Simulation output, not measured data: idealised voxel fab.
This section sets out a process module, namely voxel fin reveal.
Displayed cross-section: cut, width of 275 nm, square cells sized 5 nm.
Reading order for cross-sections: top band down to bottom band. Underlying form: a grid of square cells. Band size: one or more rows of cells.
A band entry consists of two parts. The first gives the height of the band's top and the height of its bottom, in nm. The rest lists the band's materials from left to right, each with its width in nm. A single material labelled with the word "all across" fills the band from edge to edge, and the word "air" marks empty space.
Heights from 0 (as-received wafer is one material below). Bottom band endless downward, as "from 0 down".
Per-row width for "30..40": begins at first number (top row of band), ends at second number (bottom row), increment between rows held constant.
Reading "nothing different" for a step: not a cell of the cross-section changed in it.
Reported under the label "Entrapped voids" are the empty spaces having no open way to the top and comprising 8 cells or more; the notation for each is width x height at distance, in which the distance is measured from the left edge and all three values are in nm.
On a step's line, text after the settings is the simulator commenting on that step.
The optional step-line setting "overlay nm" applies to steps with a mask and quantifies how far to the right of its planned location the mask lay, a negative value indicating leftward placement.

-- Process steps (planned)
- 1: RECEIVE, material Si
- 2: CONFORMAL_DEP, material SiN, thk nm 5
- 3: PATTERN, tone cover, mask id FINS, material resist, width nm 15, pitch nm 35, thk nm 20, overlay nm 0
- 4: DIRECTIONAL_ETCH, etch materials SiN, depth nm 5
- 5: DIRECTIONAL_ETCH, etch materials Si, depth nm 40
- 6: STRIP, etch materials resist
- 7: OXIDIZE, depth nm 5
- 8: FILL_DEP, material SiO2, thk nm 15
- 9: CMP, height nm 5
- 10: SELECTIVE_ETCH, etch materials SiO2, depth nm 35
- 11: STRIP, etch materials SiN

-- As-received wafer cross-section (after step 1)
    from 0 down | Si all across
    Entrapped voids: none

-- Looking at the first of two wafers in cross-section at end of module - ran to plan
    from 0 to -30 | air (115) | Si (5) | air (30) | Si (5) | air (120)
    from -30 to -45 | SiO2 (115) | Si (5) | SiO2 (30) | Si (5) | SiO2 (120)
    from -45 down | Si all across
    Entrapped voids: none

-- This cross-section belongs to the second wafer of two at the end of the module; the start and the plan were shared with the first, and the run included one mistake
    from 0 to -45 | air (115) | Si (5) | air (30) | Si (5) | air (120)
    from -45 down | Si all across
    Entrapped voids: none
The plan and the run diverged here: twice, step 10 of the plan was run
It is noted that, at the conclusion of processing, the second wafer exhibits a higher or lower cell count for certain materials relative to the first: SiO2 -159
